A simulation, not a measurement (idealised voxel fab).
Module name: voxel capacitor over wiring (process module)
The cross-section shown here is cut; it is 230 nm wide and divided into square cells measuring 5 nm on a side.
Throughout this document, each cross-section is represented as a grid of square cells and is presented as a sequence of bands enumerated from the top downward, where a band comprises one or more rows of cells. What a band's entry tells you: where the top is and where the bottom is, as heights in nm, and after that what lies inside, material by material from left to right, each with its width in nm. Empty space is written as the word "air", and a single material marked with the word "everywhere" occupies the band from edge to edge. It should be noted that heights are counted from 0, beneath which the wafer as supplied is of one material throughout, and that the lowest band possesses no lower boundary but continues downward, as written in "0..down". Top row gets the first number, bottom row gets the second, and each row in between changes by the same step: that is how a band width like "30->40" works. You'll sometimes find "no alterations made" written for a step, and that's the way of saying that nowhere in the cross-section did a cell change during that step. In the "Enclosed empty spaces" entry, you get each enclosed empty space of 8 cells or more, one with no open way to the top, written width x height at distance, distance from the left edge, in nm. after a step's settings: what the simulator itself notes on the step. overlay nm: how far to the right of its planned place the mask lay on this masked step (negative: to the left).
Intended process steps
1: RECEIVE with material Si
2: CONFORMAL_DEP with material SiO2, thk nm 10
3: CONFORMAL_DEP with material SiN, thk nm 5
4: DIRECTIONAL_DEP with material lowk, thk nm 15
5: PATTERN with tone open, mask id METAL_1, material resist, width nm 20, pitch nm 80, thk nm 20, overlay nm 0
6: DIRECTIONAL_ETCH with etch materials lowk, depth nm 15
7: DIRECTIONAL_ETCH with etch materials SiN, depth nm 5
8: STRIP with etch materials resist
9: CONFORMAL_DEP with material TiN, thk nm 5
10: FILL_DEP with material W, thk nm 10
11: CMP with height nm 30
12: CONFORMAL_DEP with material SiCN, thk nm 5
13: DIRECTIONAL_DEP with material SiO2, thk nm 15
14: MASKED_ETCH with tone open, mask id PLUG_1, width nm 15, etch materials SiO2, depth nm 15, overlay nm 0
15: MASKED_ETCH with tone open, mask id PLUG_1, width nm 15, etch materials SiCN, depth nm 5, overlay nm 0
16: CONFORMAL_DEP with material TiN, thk nm 5
17: FILL_DEP with material Ru, thk nm 10
18: CMP with height nm 50
19: DIRECTIONAL_DEP with material TiN, thk nm 5
20: DIRECTIONAL_DEP with material Al2O3, thk nm 5
21: DIRECTIONAL_DEP with material TiN, thk nm 5
22: MASKED_ETCH with tone cover, mask id UPPER_PLATE, width nm 65, etch materials TiN, depth nm 5, overlay nm 0
23: MASKED_ETCH with tone cover, mask id UPPER_PLATE, width nm 65, etch materials Al2O3, depth nm 5, overlay nm 0
24: PATTERN with tone cover, mask id LOWER_PLATE, material resist, width nm 75, thk nm 20, overlay nm 0
25: DIRECTIONAL_ETCH with etch materials TiN, depth nm 5
26: STRIP with etch materials resist
27: FILL_DEP with material SiO2, thk nm 15
28: CMP with height nm 75
29: MASKED_ETCH with tone open, mask id PLUG_2, width nm 15, etch materials SiO2, depth nm 10, overlay nm 0
30: CONFORMAL_DEP with material TiN, thk nm 5
31: FILL_DEP with material Ru, thk nm 10
32: CMP with height nm 75
33: CONFORMAL_DEP with material SiN, thk nm 5
Shown in cross-section is the wafer as received, that is, as it stands after step 1
* 0..down | Si everywhere
* Enclosed empty spaces: none
Starting wafer: above. Plan: above. Run: one mistake. Cross-section after the module: below
* 80..75 | SiN everywhere
* 75..70 | 80 nm SiO2, then 5 nm TiN, then 5 nm Ru, then 5 nm TiN, then 135 nm SiO2
* 70..60 | 80->70 nm SiO2, then 15->65 nm TiN, then 135->95 nm SiO2
* 60..55 | 70 nm SiO2, then 65 nm Al2O3, then 95 nm SiO2
* 55..50 | 65 nm SiO2, then 75 nm TiN, then 90 nm SiO2
* 50..40 | 70 nm SiO2, then 5 nm TiN, then 5 nm Ru, then 5 nm TiN, then 145 nm SiO2
* 40..35 | 70 nm SiO2, then 15 nm TiN, then 145 nm SiO2
* 35..30 | 70 nm SiCN, then 5 nm TiN, then 155 nm SiCN
* 30..15 | 65 nm lowk, then 5 nm TiN, then 10 nm W, then 5 nm TiN, then 60 nm lowk, then 5 nm TiN, then 10 nm W, then 5 nm TiN, then 65 nm lowk
* 15..10 | 65 nm SiN, then 20 nm TiN, then 60 nm SiN, then 20 nm TiN, then 65 nm SiN
* 10..0 | SiO2 everywhere
* 0..down | Si everywhere
* Enclosed empty spaces: none
What broke from the plan during processing? in deviation from the planned setting, step 15 was conducted as MASKED_ETCH with tone open, mask id PLUG_1, width nm 15, etch materials SiCN, depth nm 5, overlay nm -10
